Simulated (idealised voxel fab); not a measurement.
process module | voxel trench capacitor
cross-section cut | 185 nm wide | cells 5 nm
A cross-section is a grid of square cells, given in bands from the top down. A band is one or more rows of cells.
Each band's line starts with the height of the band's top and of its bottom, in nm. Then come its materials from left to right, each with its width in nm. One material with "throughout" fills the band from edge to edge. "air" is empty space.
Height 0 is the level under which the wafer as received is all one material. The lowest band goes on downwards, as in "0 down".
A width such as "30 to 40" changes by the same amount from each row of cells to the next, from the band's top row to its bottom row.
"no change" after a step means that no cell of the cross-section changed.
closed voids: empty space of 8 cells or more with no open way to the top, each as width x height at its distance from the left edge, in nm
after a step's settings: what the simulator itself notes on the step
overlay nm, on a step with a mask: how far to the right of its planned place the mask lay; to the left if negative
plan
1 op RECEIVE | material Si
2 op CONFORMAL_DEP | material SiN | thk nm 5
3 op DIRECTIONAL_DEP | material aC | thk nm 10
4 op PATTERN | tone open | mask id TRENCH | material resist | width nm 20 | pitch nm 45 | thk nm 25 | overlay nm 0
5 op DIRECTIONAL_ETCH | etch materials aC | depth nm 10
6 op STRIP | etch materials resist
7 op DIRECTIONAL_ETCH | etch materials SiN | depth nm 5
8 op DIRECTIONAL_ETCH | etch materials Si | depth nm 40
9 op STRIP | etch materials aC
10 op CONFORMAL_DEP | material Al2O3 | thk nm 5
11 op FILL_DEP | material polySi | thk nm 10
12 op CMP | height nm 5
first wafer, as planned
as received, after step 1
  0 down: Si throughout
  closed voids: none
after step 2
  5 to 0: SiN throughout
  below 0: unchanged
after step 3
  15 to 5: aC throughout
  below 5: unchanged
after step 4
  40 to 15: resist 15 | air 20 | resist 25 | air 20 | resist 25 | air 20 | resist 25 | air 20 | resist 15
  below 15: unchanged
after step 5
  30 to 15: resist 15 | air 20 | resist 25 | air 20 | resist 25 | air 20 | resist 25 | air 20 | resist 15
  15 to 5: aC 15 | air 20 | aC 25 | air 20 | aC 25 | air 20 | aC 25 | air 20 | aC 15
  below 5: unchanged
after step 6
  15 to 5: aC 15 | air 20 | aC 25 | air 20 | aC 25 | air 20 | aC 25 | air 20 | aC 15
  below 5: unchanged
after step 7
  15 to 5: aC 15 | air 20 | aC 25 | air 20 | aC 25 | air 20 | aC 25 | air 20 | aC 15
  5 to 0: SiN 15 | air 20 | SiN 25 | air 20 | SiN 25 | air 20 | SiN 25 | air 20 | SiN 15
  below 0: unchanged
after step 8
  15 to 5: aC 15 | air 20 | aC 25 | air 20 | aC 25 | air 20 | aC 25 | air 20 | aC 15
  5 to 0: SiN 15 | air 20 | SiN 25 | air 20 | SiN 25 | air 20 | SiN 25 | air 20 | SiN 15
  0 to -40: Si 15 | air 20 | Si 25 | air 20 | Si 25 | air 20 | Si 25 | air 20 | Si 15
  below -40: unchanged
after step 9
  5 to 0: SiN 15 | air 20 | SiN 25 | air 20 | SiN 25 | air 20 | SiN 25 | air 20 | SiN 15
  below 0: unchanged
after step 10
  10 to 5: Al2O3 20 | air 10 | Al2O3 35 | air 10 | Al2O3 35 | air 10 | Al2O3 35 | air 10 | Al2O3 20
  5 to 0: SiN 15 | Al2O3 5 | air 10 | Al2O3 5 | SiN 25 | Al2O3 5 | air 10 | Al2O3 5 | SiN 25 | Al2O3 5 | air 10 | Al2O3 5 | SiN 25 | Al2O3 5 | air 10 | Al2O3 5 | SiN 15
  0 to -35: Si 15 | Al2O3 5 | air 10 | Al2O3 5 | Si 25 | Al2O3 5 | air 10 | Al2O3 5 | Si 25 | Al2O3 5 | air 10 | Al2O3 5 | Si 25 | Al2O3 5 | air 10 | Al2O3 5 | Si 15
  -35 to -40: Si 15 | Al2O3 20 | Si 25 | Al2O3 20 | Si 25 | Al2O3 20 | Si 25 | Al2O3 20 | Si 15
  below -40: unchanged
after step 11
  20 to 10: polySi throughout
  10 to 5: Al2O3 20 | polySi 10 | Al2O3 35 | polySi 10 | Al2O3 35 | polySi 10 | Al2O3 35 | polySi 10 | Al2O3 20
  5 to 0: SiN 15 | Al2O3 5 | polySi 10 | Al2O3 5 | SiN 25 | Al2O3 5 | polySi 10 | Al2O3 5 | SiN 25 | Al2O3 5 | polySi 10 | Al2O3 5 | SiN 25 | Al2O3 5 | polySi 10 | Al2O3 5 | SiN 15
  0 to -35: Si 15 | Al2O3 5 | polySi 10 | Al2O3 5 | Si 25 | Al2O3 5 | polySi 10 | Al2O3 5 | Si 25 | Al2O3 5 | polySi 10 | Al2O3 5 | Si 25 | Al2O3 5 | polySi 10 | Al2O3 5 | Si 15
  below -35: unchanged
after step 12
  5 to 0: SiN 15 | Al2O3 5 | polySi 10 | Al2O3 5 | SiN 25 | Al2O3 5 | polySi 10 | Al2O3 5 | SiN 25 | Al2O3 5 | polySi 10 | Al2O3 5 | SiN 25 | Al2O3 5 | polySi 10 | Al2O3 5 | SiN 15
  below 0: unchanged
second wafer: like start, like plan, one mistake. Through step 1 it matches the first wafer
when step 2 should have ended
  5 to 0: polySi throughout
  below 0: unchanged
when step 3 should have ended
  15 to 5: aC throughout
  below 5: unchanged
when step 4 should have ended
  40 to 15: resist 15 | air 20 | resist 25 | air 20 | resist 25 | air 20 | resist 25 | air 20 | resist 15
  below 15: unchanged
when step 5 should have ended
  30 to 15: resist 15 | air 20 | resist 25 | air 20 | resist 25 | air 20 | resist 25 | air 20 | resist 15
  15 to 5: aC 15 | air 20 | aC 25 | air 20 | aC 25 | air 20 | aC 25 | air 20 | aC 15
  below 5: unchanged
when step 6 should have ended
  15 to 5: aC 15 | air 20 | aC 25 | air 20 | aC 25 | air 20 | aC 25 | air 20 | aC 15
  below 5: unchanged
when step 7 should have ended: no change
when step 8 should have ended
  15 to 5: aC 15 | air 20 | aC 25 | air 20 | aC 25 | air 20 | aC 25 | air 20 | aC 15
  5 to 0: polySi 15 | air 20 | polySi 25 | air 20 | polySi 25 | air 20 | polySi 25 | air 20 | polySi 15
  0 to -35: Si 15 | air 20 | Si 25 | air 20 | Si 25 | air 20 | Si 25 | air 20 | Si 15
  below -35: unchanged
when step 9 should have ended
  5 to 0: polySi 15 | air 20 | polySi 25 | air 20 | polySi 25 | air 20 | polySi 25 | air 20 | polySi 15
  below 0: unchanged
when step 10 should have ended
  10 to 5: Al2O3 20 | air 10 | Al2O3 35 | air 10 | Al2O3 35 | air 10 | Al2O3 35 | air 10 | Al2O3 20
  5 to 0: polySi 15 | Al2O3 5 | air 10 | Al2O3 5 | polySi 25 | Al2O3 5 | air 10 | Al2O3 5 | polySi 25 | Al2O3 5 | air 10 | Al2O3 5 | polySi 25 | Al2O3 5 | air 10 | Al2O3 5 | polySi 15
  0 to -30: Si 15 | Al2O3 5 | air 10 | Al2O3 5 | Si 25 | Al2O3 5 | air 10 | Al2O3 5 | Si 25 | Al2O3 5 | air 10 | Al2O3 5 | Si 25 | Al2O3 5 | air 10 | Al2O3 5 | Si 15
  -30 to -35: Si 15 | Al2O3 20 | Si 25 | Al2O3 20 | Si 25 | Al2O3 20 | Si 25 | Al2O3 20 | Si 15
  below -35: unchanged
when step 11 should have ended
  20 to 10: polySi throughout
  10 to 5: Al2O3 20 | polySi 10 | Al2O3 35 | polySi 10 | Al2O3 35 | polySi 10 | Al2O3 35 | polySi 10 | Al2O3 20
  5 to 0: polySi 15 | Al2O3 5 | polySi 10 | Al2O3 5 | polySi 25 | Al2O3 5 | polySi 10 | Al2O3 5 | polySi 25 | Al2O3 5 | polySi 10 | Al2O3 5 | polySi 25 | Al2O3 5 | polySi 10 | Al2O3 5 | polySi 15
  0 to -30: Si 15 | Al2O3 5 | polySi 10 | Al2O3 5 | Si 25 | Al2O3 5 | polySi 10 | Al2O3 5 | Si 25 | Al2O3 5 | polySi 10 | Al2O3 5 | Si 25 | Al2O3 5 | polySi 10 | Al2O3 5 | Si 15
  below -30: unchanged
when step 12 should have ended
  5 to 0: polySi 15 | Al2O3 5 | polySi 10 | Al2O3 5 | polySi 25 | Al2O3 5 | polySi 10 | Al2O3 5 | polySi 25 | Al2O3 5 | polySi 10 | Al2O3 5 | polySi 25 | Al2O3 5 | polySi 10 | Al2O3 5 | polySi 15
  below 0: unchanged
what went wrong: step 2 ran as: op CONFORMAL_DEP | material polySi | thk nm 5
at the end the second wafer has, in cells: 8 fewer of Al2O3 | 16 more of Si | 21 fewer of SiN | 13 more of polySi
